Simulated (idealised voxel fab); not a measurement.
process module | voxel ribs on slabs
cross-section cut | 145 nm wide | cells 5 nm
A cross-section is a grid of square cells, given in bands from the top down. A band is one or more rows of cells.
Each band's line starts with the height of the band's top and of its bottom, in nm. Then come its materials from left to right, each with its width in nm. One material with "throughout" fills the band from edge to edge. "air" is empty space.
Height 0 is the level under which the wafer as received is all one material. The lowest band goes on downwards, as in "0 down".
A width such as "30 to 40" changes by the same amount from each row of cells to the next, from the band's top row to its bottom row.
"no change" after a step means that no cell of the cross-section changed.
closed voids: empty space of 8 cells or more with no open way to the top, each as width x height at its distance from the left edge, in nm
after a step's settings: what the simulator itself notes on the step
overlay nm, on a step with a mask: how far to the right of its planned place the mask lay; to the left if negative
Each pair below shows a cross-section before one step and the cross-section after it, down to the lowest band that changed. The line under each pair gives the step between them, with its settings. The pairs can come from different runs of this module on the same starting wafer, so a pair continues from the pair above only where its "before" says so.
before
  0 down: Si throughout
  closed voids: none
after
  25 to 0: SiO2 throughout
  below 0: unchanged
  closed voids: none
the step between: op DIRECTIONAL_DEP | material SiO2 | thk nm 25
before: the cross-section after the pair above
after
  45 to 25: SiN throughout
  below 25: unchanged
  closed voids: none
the step between: op DIRECTIONAL_DEP | material SiN | thk nm 20
before: the cross-section after the pair above
after
  60 to 45: aC throughout
  below 45: unchanged
  closed voids: none
the step between: op DIRECTIONAL_DEP | material aC | thk nm 15
before: the cross-section after the pair above
after
  95 to 60: air 55 | resist 30 | air 60
  below 60: unchanged
  closed voids: none
the step between: op PATTERN | tone cover | mask id RIB | material resist | width nm 30 | thk nm 35 | overlay nm 0
before: the cross-section after the pair above
after
  80 to 60: air 55 | resist 30 | air 60
  60 to 45: air 55 | aC 30 | air 60
  below 45: unchanged
  closed voids: none
the step between: op DIRECTIONAL_ETCH | etch materials aC | depth nm 15
before: the cross-section after the pair above
after
  60 to 45: air 55 | aC 30 | air 60
  below 45: unchanged
  closed voids: none
the step between: op STRIP | etch materials resist
before: the cross-section after the pair above
after
  60 to 45: air 55 | aC 30 | air 60
  45 to 40: air 55 | SiN 30 | air 60
  below 40: unchanged
  closed voids: none
the step between: op DIRECTIONAL_ETCH | etch materials SiN | depth nm 5
before: the cross-section after the pair above
after
  45 to 40: air 55 | SiN 30 | air 60
  below 40: unchanged
  closed voids: none
the step between: op STRIP | etch materials aC
before: the cross-section after the pair above
after
  65 to 45: air 25 | resist 90 | air 30
  45 to 40: air 25 | resist 30 | SiN 30 | resist 30 | air 30
  below 40: unchanged
  closed voids: none
the step between: op PATTERN | tone cover | mask id SLAB | material resist | width nm 90 | thk nm 20 | overlay nm 0
before: the cross-section after the pair above
after
  65 to 45: air 25 | resist 90 | air 30
  45 to 40: air 25 | resist 30 | SiN 30 | resist 30 | air 30
  40 to 25: air 25 | SiN 90 | air 30
  below 25: unchanged
  closed voids: none
the step between: op DIRECTIONAL_ETCH | etch materials SiN | depth nm 15
before: the cross-section after the pair above
after
  45 to 40: air 55 | SiN 30 | air 60
  below 40: unchanged
  closed voids: none
the step between: op STRIP | etch materials resist
before: the cross-section after the pair above
after
  60 to 45: SiO2 throughout
  45 to 40: SiO2 55 | SiN 30 | SiO2 60
  40 to 25: SiO2 25 | SiN 90 | SiO2 30
  below 25: unchanged
  closed voids: none
the step between: op FILL_DEP | material SiO2 | thk nm 15
before: the cross-section after the pair above
after
  55 to 45: SiO2 throughout
  below 45: unchanged
  closed voids: none
the step between: op CMP | height nm 55
before: the cross-section after the pair above
after
  60 to 55: TiN throughout
  below 55: unchanged
  closed voids: none
the step between: op DIRECTIONAL_DEP | material TiN | thk nm 5
before: the cross-section after the pair above
after
  60 to 55: air 50 | TiN 40 | air 55
  below 55: unchanged
  closed voids: none
the step between: op MASKED_ETCH | tone cover | mask id HEATER | width nm 40 | etch materials TiN | depth nm 5 | overlay nm 0
before: the cross-section after the pair above
after
  70 to 65: air 40 | SiO2 60 | air 45
  65 to 60: SiO2 throughout
  60 to 55: SiO2 50 | TiN 40 | SiO2 55
  below 55: unchanged
  closed voids: none
the step between: op CONFORMAL_DEP | material SiO2 | thk nm 10
before
  45 to 25: SiN throughout
  25 to 0: SiO2 throughout
  0 down: Si throughout
  closed voids: none
after
  65 to 25: SiN throughout
  below 25: unchanged
  closed voids: none
the step between: op DIRECTIONAL_DEP | material SiN | thk nm 20
before: the cross-section after the pair above
after
  80 to 65: aC throughout
  below 65: unchanged
  closed voids: none
the step between: op DIRECTIONAL_DEP | material aC | thk nm 15
before: the cross-section after the pair above
after
  115 to 80: air 55 | resist 30 | air 60
  below 80: unchanged
  closed voids: none
the step between: op PATTERN | tone cover | mask id RIB | material resist | width nm 30 | thk nm 35 | overlay nm 0
before: the cross-section after the pair above
after
  100 to 80: air 55 | resist 30 | air 60
  80 to 65: air 55 | aC 30 | air 60
  below 65: unchanged
  closed voids: none
the step between: op DIRECTIONAL_ETCH | etch materials aC | depth nm 15
before: the cross-section after the pair above
after
  80 to 65: air 55 | aC 30 | air 60
  below 65: unchanged
  closed voids: none
the step between: op STRIP | etch materials resist
before: the cross-section after the pair above
after
  80 to 65: air 55 | aC 30 | air 60
  65 to 60: air 55 | SiN 30 | air 60
  below 60: unchanged
  closed voids: none
the step between: op DIRECTIONAL_ETCH | etch materials SiN | depth nm 5
before: the cross-section after the pair above
after
  65 to 60: air 55 | SiN 30 | air 60
  below 60: unchanged
  closed voids: none
the step between: op STRIP | etch materials aC
before: the cross-section after the pair above
after
  85 to 65: air 25 | resist 90 | air 30
  65 to 60: air 25 | resist 30 | SiN 30 | resist 30 | air 30
  below 60: unchanged
  closed voids: none
the step between: op PATTERN | tone cover | mask id SLAB | material resist | width nm 90 | thk nm 20 | overlay nm 0
before: the cross-section after the pair above
after
  85 to 65: air 25 | resist 90 | air 30
  65 to 60: air 25 | resist 30 | SiN 30 | resist 30 | air 30
  60 to 45: air 25 | SiN 90 | air 30
  below 45: unchanged
  closed voids: none
the step between: op DIRECTIONAL_ETCH | etch materials SiN | depth nm 15
before: the cross-section after the pair above
after
  65 to 60: air 55 | SiN 30 | air 60
  below 60: unchanged
  closed voids: none
the step between: op STRIP | etch materials resist
before: the cross-section after the pair above
after
  80 to 65: SiO2 throughout
  65 to 60: SiO2 55 | SiN 30 | SiO2 60
  60 to 45: SiO2 25 | SiN 90 | SiO2 30
  below 45: unchanged
  closed voids: none
the step between: op FILL_DEP | material SiO2 | thk nm 15
before: the cross-section after the pair above
after
  55 to 45: SiO2 25 | SiN 90 | SiO2 30
  below 45: unchanged
  closed voids: none
the step between: op CMP | height nm 55
before: the cross-section after the pair above
after
  60 to 55: TiN throughout
  below 55: unchanged
  closed voids: none
the step between: op DIRECTIONAL_DEP | material TiN | thk nm 5
before: the cross-section after the pair above
after
  60 to 55: air 50 | TiN 40 | air 55
  below 55: unchanged
  closed voids: none
the step between: op MASKED_ETCH | tone cover | mask id HEATER | width nm 40 | etch materials TiN | depth nm 5 | overlay nm 0
before: the cross-section after the pair above
after
  70 to 65: air 40 | SiO2 60 | air 45
  65 to 60: SiO2 throughout
  60 to 55: SiO2 50 | TiN 40 | SiO2 55
  below 55: unchanged
  closed voids: none
the step between: op CONFORMAL_DEP | material SiO2 | thk nm 10
before
  25 to 0: SiO2 throughout
  0 down: Si throughout
  closed voids: none
after
  40 to 25: aC throughout
  below 25: unchanged
  closed voids: none
the step between: op DIRECTIONAL_DEP | material aC | thk nm 15
before: the cross-section after the pair above
after
  60 to 40: SiN throughout
  below 40: unchanged
  closed voids: none
the step between: op DIRECTIONAL_DEP | material SiN | thk nm 20
before: the cross-section after the pair above
after
  95 to 60: air 55 | resist 30 | air 60
  below 60: unchanged
  closed voids: none
the step between: op PATTERN | tone cover | mask id RIB | material resist | width nm 30 | thk nm 35 | overlay nm 0
before: the cross-section after the pair above
after
  80 to 60: air 55 | resist 30 | air 60
  below 60: unchanged
  closed voids: none
the step between: op DIRECTIONAL_ETCH | etch materials aC | depth nm 15
before: the cross-section after the pair above
after
  60 to 40: SiN throughout
  below 40: unchanged
  closed voids: none
the step between: op STRIP | etch materials resist
before: the cross-section after the pair above
after
  55 to 40: SiN throughout
  below 40: unchanged
  closed voids: none
the step between: op DIRECTIONAL_ETCH | etch materials SiN | depth nm 5
before: the cross-section after the pair above
after
  75 to 55: air 25 | resist 90 | air 30
  below 55: unchanged
  closed voids: none
the step between: op PATTERN | tone cover | mask id SLAB | material resist | width nm 90 | thk nm 20 | overlay nm 0
before: the cross-section after the pair above
after
  75 to 55: air 25 | resist 90 | air 30
  55 to 40: air 25 | SiN 90 | air 30
  below 40: unchanged
  closed voids: none
the step between: op DIRECTIONAL_ETCH | etch materials SiN | depth nm 15
before: the cross-section after the pair above
after
  55 to 40: air 25 | SiN 90 | air 30
  below 40: unchanged
  closed voids: none
the step between: op STRIP | etch materials resist
before: the cross-section after the pair above
after
  70 to 55: SiO2 throughout
  55 to 40: SiO2 25 | SiN 90 | SiO2 30
  below 40: unchanged
  closed voids: none
the step between: op FILL_DEP | material SiO2 | thk nm 15
before: the cross-section after the pair above
after
  55 to 40: SiO2 25 | SiN 90 | SiO2 30
  below 40: unchanged
  closed voids: none
the step between: op CMP | height nm 55
before: the cross-section after the pair above
after
  60 to 55: TiN throughout
  below 55: unchanged
  closed voids: none
the step between: op DIRECTIONAL_DEP | material TiN | thk nm 5
before: the cross-section after the pair above
after
  60 to 55: air 50 | TiN 40 | air 55
  below 55: unchanged
  closed voids: none
the step between: op MASKED_ETCH | tone cover | mask id HEATER | width nm 40 | etch materials TiN | depth nm 5 | overlay nm 0
before: the cross-section after the pair above
after
  70 to 65: air 40 | SiO2 60 | air 45
  65 to 60: SiO2 throughout
  60 to 55: SiO2 50 | TiN 40 | SiO2 55
  below 55: unchanged
  closed voids: none
the step between: op CONFORMAL_DEP | material SiO2 | thk nm 10
before
  65 to 45: air 25 | resist 90 | air 30
  45 to 40: air 25 | resist 30 | SiN 30 | resist 30 | air 30
  40 to 25: SiN throughout
  25 to 0: SiO2 throughout
  0 down: Si throughout
  closed voids: none
after
  65 to 45: air 25 | resist 90 | air 30
  45 to 40: air 25 | resist 30 | SiN 30 | resist 30 | air 30
  40 to 30: air 25 | SiN 90 | air 30
  below 30: unchanged
  closed voids: none
the step between: op DIRECTIONAL_ETCH | etch materials SiN | depth nm 10
before: the cross-section after the pair above
after
  45 to 40: air 55 | SiN 30 | air 60
  below 40: unchanged
  closed voids: none
the step between: op STRIP | etch materials resist
before: the cross-section after the pair above
after
  60 to 45: SiO2 throughout
  45 to 40: SiO2 55 | SiN 30 | SiO2 60
  40 to 30: SiO2 25 | SiN 90 | SiO2 30
  below 30: unchanged
  closed voids: none
the step between: op FILL_DEP | material SiO2 | thk nm 15
before: the cross-section after the pair above
after
  55 to 45: SiO2 throughout
  below 45: unchanged
  closed voids: none
the step between: op CMP | height nm 55
before: the cross-section after the pair above
after
  60 to 55: TiN throughout
  below 55: unchanged
  closed voids: none
the step between: op DIRECTIONAL_DEP | material TiN | thk nm 5
before: the cross-section after the pair above
after
  60 to 55: air 50 | TiN 40 | air 55
  below 55: unchanged
  closed voids: none
the step between: op MASKED_ETCH | tone cover | mask id HEATER | width nm 40 | etch materials TiN | depth nm 5 | overlay nm 0
before: the cross-section after the pair above
after
  70 to 65: air 40 | SiO2 60 | air 45
  65 to 60: SiO2 throughout
  60 to 55: SiO2 50 | TiN 40 | SiO2 55
  below 55: unchanged
  closed voids: none
the step between: op CONFORMAL_DEP | material SiO2 | thk nm 10
before
  60 to 55: TiN throughout
  55 to 45: SiO2 throughout
  45 to 40: SiO2 55 | SiN 30 | SiO2 60
  40 to 25: SiO2 25 | SiN 90 | SiO2 30
  25 to 0: SiO2 throughout
  0 down: Si throughout
  closed voids: none
after
  60 to 55: air 45 | TiN 50 | air 50
  below 55: unchanged
  closed voids: none
the step between: op MASKED_ETCH | tone cover | mask id HEATER | width nm 50 | etch materials TiN | depth nm 5 | overlay nm 0
before: the cross-section after the pair above
after
  70 to 65: air 35 | SiO2 70 | air 40
  65 to 60: SiO2 throughout
  60 to 55: SiO2 45 | TiN 50 | SiO2 50
  below 55: unchanged
  closed voids: none
the step between: op CONFORMAL_DEP | material SiO2 | thk nm 10
before
  60 to 55: TiN throughout
  55 to 45: SiO2 throughout
  45 to 40: SiO2 55 | SiN 30 | SiO2 60
  40 to 25: SiO2 25 | SiN 90 | SiO2 30
  25 to 0: SiO2 throughout
  0 down: Si throughout
  closed voids: none
after
  60 to 55: air 60 | TiN 40 | air 45
  below 55: unchanged
  closed voids: none
the step between: op MASKED_ETCH | tone cover | mask id HEATER | width nm 40 | etch materials TiN | depth nm 5 | overlay nm 10
before: the cross-section after the pair above
after
  70 to 65: air 50 | SiO2 60 | air 35
  65 to 60: SiO2 throughout
  60 to 55: SiO2 60 | TiN 40 | SiO2 45
  below 55: unchanged
  closed voids: none
the step between: op CONFORMAL_DEP | material SiO2 | thk nm 10
before
  45 to 25: SiN throughout
  25 to 0: SiO2 throughout
  0 down: Si throughout
  closed voids: none
after
  60 to 25: SiN throughout
  below 25: unchanged
  closed voids: none
the step between: op DIRECTIONAL_DEP | material SiN | thk nm 15
before: the cross-section after the pair above
after
  95 to 60: air 55 | resist 30 | air 60
  below 60: unchanged
  closed voids: none
the step between: op PATTERN | tone cover | mask id RIB | material resist | width nm 30 | thk nm 35 | overlay nm 0
before: the cross-section after the pair above
after
  80 to 60: air 55 | resist 30 | air 60
  below 60: unchanged
  closed voids: none
the step between: op DIRECTIONAL_ETCH | etch materials aC | depth nm 15
before: the cross-section after the pair above
after
  60 to 25: SiN throughout
  below 25: unchanged
  closed voids: none
the step between: op STRIP | etch materials resist
before: the cross-section after the pair above
after
  55 to 25: SiN throughout
  below 25: unchanged
  closed voids: none
the step between: op DIRECTIONAL_ETCH | etch materials SiN | depth nm 5
before: the cross-section after the pair above
after
  75 to 55: air 25 | resist 90 | air 30
  below 55: unchanged
  closed voids: none
the step between: op PATTERN | tone cover | mask id SLAB | material resist | width nm 90 | thk nm 20 | overlay nm 0
before: the cross-section after the pair above
after
  75 to 55: air 25 | resist 90 | air 30
  55 to 40: air 25 | SiN 90 | air 30
  below 40: unchanged
  closed voids: none
the step between: op DIRECTIONAL_ETCH | etch materials SiN | depth nm 15
before: the cross-section after the pair above
after
  55 to 40: air 25 | SiN 90 | air 30
  below 40: unchanged
  closed voids: none
the step between: op STRIP | etch materials resist
before: the cross-section after the pair above
after
  70 to 55: SiO2 throughout
  55 to 40: SiO2 25 | SiN 90 | SiO2 30
  below 40: unchanged
  closed voids: none
the step between: op FILL_DEP | material SiO2 | thk nm 15
before: the cross-section after the pair above
after
  55 to 40: SiO2 25 | SiN 90 | SiO2 30
  below 40: unchanged
  closed voids: none
the step between: op CMP | height nm 55
before: the cross-section after the pair above
after
  60 to 55: TiN throughout
  below 55: unchanged
  closed voids: none
the step between: op DIRECTIONAL_DEP | material TiN | thk nm 5
before: the cross-section after the pair above
after
  60 to 55: air 50 | TiN 40 | air 55
  below 55: unchanged
  closed voids: none
the step between: op MASKED_ETCH | tone cover | mask id HEATER | width nm 40 | etch materials TiN | depth nm 5 | overlay nm 0
before: the cross-section after the pair above
after
  70 to 65: air 40 | SiO2 60 | air 45
  65 to 60: SiO2 throughout
  60 to 55: SiO2 50 | TiN 40 | SiO2 55
  below 55: unchanged
  closed voids: none
the step between: op CONFORMAL_DEP | material SiO2 | thk nm 10
before
  60 to 45: aC throughout
  45 to 25: SiN throughout
  25 to 0: SiO2 throughout
  0 down: Si throughout
  closed voids: none
after
  95 to 60: resist 55 | air 30 | resist 60
  below 60: unchanged
  closed voids: none
the step between: op PATTERN | tone open | mask id RIB | material resist | width nm 30 | thk nm 35 | overlay nm 0
before: the cross-section after the pair above
after
  80 to 60: resist 55 | air 30 | resist 60
  60 to 45: aC 55 | air 30 | aC 60
  below 45: unchanged
  closed voids: none
the step between: op DIRECTIONAL_ETCH | etch materials aC | depth nm 15
before: the cross-section after the pair above
after
  60 to 45: aC 55 | air 30 | aC 60
  below 45: unchanged
  closed voids: none
the step between: op STRIP | etch materials resist
before: the cross-section after the pair above
after
  60 to 45: aC 55 | air 30 | aC 60
  45 to 40: SiN 55 | air 30 | SiN 60
  below 40: unchanged
  closed voids: none
the step between: op DIRECTIONAL_ETCH | etch materials SiN | depth nm 5
before: the cross-section after the pair above
after
  45 to 40: SiN 55 | air 30 | SiN 60
  below 40: unchanged
  closed voids: none
the step between: op STRIP | etch materials aC
before: the cross-section after the pair above
after
  65 to 45: air 25 | resist 90 | air 30
  45 to 40: SiN 55 | resist 30 | SiN 60
  below 40: unchanged
  closed voids: none
the step between: op PATTERN | tone cover | mask id SLAB | material resist | width nm 90 | thk nm 20 | overlay nm 0
before: the cross-section after the pair above
after
  65 to 45: air 25 | resist 90 | air 30
  45 to 40: air 25 | SiN 30 | resist 30 | SiN 30 | air 30
  40 to 30: air 25 | SiN 90 | air 30
  below 30: unchanged
  closed voids: none
the step between: op DIRECTIONAL_ETCH | etch materials SiN | depth nm 15
before: the cross-section after the pair above
after
  45 to 40: air 25 | SiN 30 | air 30 | SiN 30 | air 30
  below 40: unchanged
  closed voids: none
the step between: op STRIP | etch materials resist
before: the cross-section after the pair above
after
  60 to 45: SiO2 throughout
  45 to 40: SiO2 25 | SiN 30 | SiO2 30 | SiN 30 | SiO2 30
  40 to 30: SiO2 25 | SiN 90 | SiO2 30
  below 30: unchanged
  closed voids: none
the step between: op FILL_DEP | material SiO2 | thk nm 15
before: the cross-section after the pair above
after
  55 to 45: SiO2 throughout
  below 45: unchanged
  closed voids: none
the step between: op CMP | height nm 55
before: the cross-section after the pair above
after
  60 to 55: TiN throughout
  below 55: unchanged
  closed voids: none
the step between: op DIRECTIONAL_DEP | material TiN | thk nm 5
before: the cross-section after the pair above
after
  60 to 55: air 50 | TiN 40 | air 55
  below 55: unchanged
  closed voids: none
the step between: op MASKED_ETCH | tone cover | mask id HEATER | width nm 40 | etch materials TiN | depth nm 5 | overlay nm 0
before: the cross-section after the pair above
after
  70 to 65: air 40 | SiO2 60 | air 45
  65 to 60: SiO2 throughout
  60 to 55: SiO2 50 | TiN 40 | SiO2 55
  below 55: unchanged
  closed voids: none
the step between: op CONFORMAL_DEP | material SiO2 | thk nm 10
